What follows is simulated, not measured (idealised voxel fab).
Process module name: voxel capacitor over wiring
In the cross-section labelled cut, the width is 280 nm and each square cell is 5 nm.
Reading order for cross-sections: top band down to bottom band. Underlying form: a grid of square cells. Band size: one or more rows of cells. First you get the band's top height and its bottom height, in nm, and then the materials it's made of, left to right, with each width in nm. If you see a single material with "all across", that one covers the band edge to edge. "empty" is empty space. Height is counted from the level 0, under which the received wafer is composed throughout of one material. The lowest of the bands is not closed at the bottom but continues downward, in the notation "0..down". Top row gets the first number, bottom row gets the second, and each row in between changes by the same step: that is how a band width like "30..40" works. It should be understood that the words "stayed the same", when stated for a given step, signify that the cross-section underwent no change in any of its cells during that step. "Voids, enclosed" lists enclosed empty spaces (at least 8 cells, no open path upward to the top), each as width x height at distance from the left edge, in nm. What comes after the settings on a step's line is commentary from the simulator itself on that step. overlay nm: step with mask; distance mask lay right of planned place; negative value = left of planned place.

### Here's what the planned process steps look like
1 RECEIVE | material Si
2 CONFORMAL_DEP | material SiO2 | thk nm 15
3 CONFORMAL_DEP | material SiCN | thk nm 5
4 DIRECTIONAL_DEP | material lowk | thk nm 15
5 MASKED_ETCH | tone open | mask id METAL_1 | width nm 25 | pitch nm 90 | etch materials lowk | depth nm 15 | overlay nm 0
6 MASKED_ETCH | tone open | mask id METAL_1 | width nm 25 | pitch nm 90 | etch materials SiCN | depth nm 5 | overlay nm 0
7 CONFORMAL_DEP | material TiN | thk nm 5
8 FILL_DEP | material Cu | thk nm 5
9 CMP | height nm 35
10 CONFORMAL_DEP | material SiCN | thk nm 5
11 DIRECTIONAL_DEP | material SiO2 | thk nm 20
12 MASKED_ETCH | tone open | mask id PLUG_1 | width nm 15 | etch materials SiO2 | depth nm 20 | overlay nm 0
13 MASKED_ETCH | tone open | mask id PLUG_1 | width nm 15 | etch materials SiCN | depth nm 5 | overlay nm 0
14 EPI | material Ru | thk nm 10
15 EPI | material Ru | thk nm 10
16 EPI | material Ru | thk nm 5
17 DIRECTIONAL_DEP | material TiN | thk nm 10
18 DIRECTIONAL_DEP | material Al2O3 | thk nm 5
19 DIRECTIONAL_DEP | material TiN | thk nm 5
20 PATTERN | tone cover | mask id UPPER_PLATE | material resist | width nm 70 | thk nm 15 | overlay nm 0
21 DIRECTIONAL_ETCH | etch materials TiN | depth nm 5
22 DIRECTIONAL_ETCH | etch materials Al2O3 | depth nm 5
23 STRIP | etch materials resist
24 MASKED_ETCH | tone cover | mask id LOWER_PLATE | width nm 80 | etch materials TiN | depth nm 10 | overlay nm 0
25 FILL_DEP | material SiO2 | thk nm 20
26 CMP | height nm 95
27 PATTERN | tone open | mask id PLUG_2 | material resist | width nm 15 | thk nm 20 | overlay nm 0
28 DIRECTIONAL_ETCH | etch materials SiO2 | depth nm 15
29 STRIP | etch materials resist
30 CONFORMAL_DEP | material TiN | thk nm 5
31 FILL_DEP | material W | thk nm 10
32 CMP | height nm 95
33 CONFORMAL_DEP | material SiCN | thk nm 5

### Cross-sectional view of the wafer in its as-received condition, corresponding to the state after step 1
0..down  Si all across
Voids, enclosed: none

### Cross-section taken at module completion on the first of two wafers; processed per the plan
100..95  SiCN all across
95..85  SiO2 100 nm, then TiN 5 nm, then W 5 nm, then TiN 5 nm, then SiO2 165 nm
85..75  SiO2 100..90 nm, then TiN 15..70 nm, then SiO2 165..120 nm
75..70  SiO2 90 nm, then Al2O3 70 nm, then SiO2 120 nm
70..60  SiO2 85 nm, then TiN 80 nm, then SiO2 115 nm
60..40  SiO2 90 nm, then Ru 15 nm, then SiO2 175 nm
40..35  SiCN 90 nm, then Ru 15 nm, then SiCN 175 nm
35..20  lowk 80 nm, then TiN 5 nm, then Cu 15 nm, then TiN 5 nm, then lowk 65 nm, then TiN 5 nm, then Cu 15 nm, then TiN 5 nm, then lowk 85 nm
20..15  SiCN 80 nm, then TiN 25 nm, then SiCN 65 nm, then TiN 25 nm, then SiCN 85 nm
15..0  SiO2 all across
0..down  Si all across
Voids, enclosed: none

### This cross-section belongs to the second wafer of two at the end of the module; the start and the plan were shared with the first, and the run included one mistake
100..95  SiCN all across
95..85  SiO2 100 nm, then TiN 5 nm, then W 5 nm, then TiN 5 nm, then SiO2 165 nm
85..75  SiO2 100..90 nm, then TiN 15..70 nm, then SiO2 165..120 nm
75..70  SiO2 90 nm, then Al2O3 70 nm, then SiO2 120 nm
70..60  SiO2 80 nm, then TiN 90 nm, then SiO2 110 nm
60..40  SiO2 90 nm, then Ru 15 nm, then SiO2 175 nm
40..35  SiCN 90 nm, then Ru 15 nm, then SiCN 175 nm
35..20  lowk 80 nm, then TiN 5 nm, then Cu 15 nm, then TiN 5 nm, then lowk 65 nm, then TiN 5 nm, then Cu 15 nm, then TiN 5 nm, then lowk 85 nm
20..15  SiCN 80 nm, then TiN 25 nm, then SiCN 65 nm, then TiN 25 nm, then SiCN 85 nm
15..0  SiO2 all across
0..down  Si all across
Voids, enclosed: none
What was the processing mistake? step 24 went in with a setting other than planned; the actual run was MASKED_ETCH | tone cover | mask id LOWER_PLATE | width nm 90 | etch materials TiN | depth nm 10 | overlay nm 0
In the final state, the cell counts of the second wafer exceed or fall short of those of the first for the following materials: SiO2: 4 fewer, TiN: 4 more
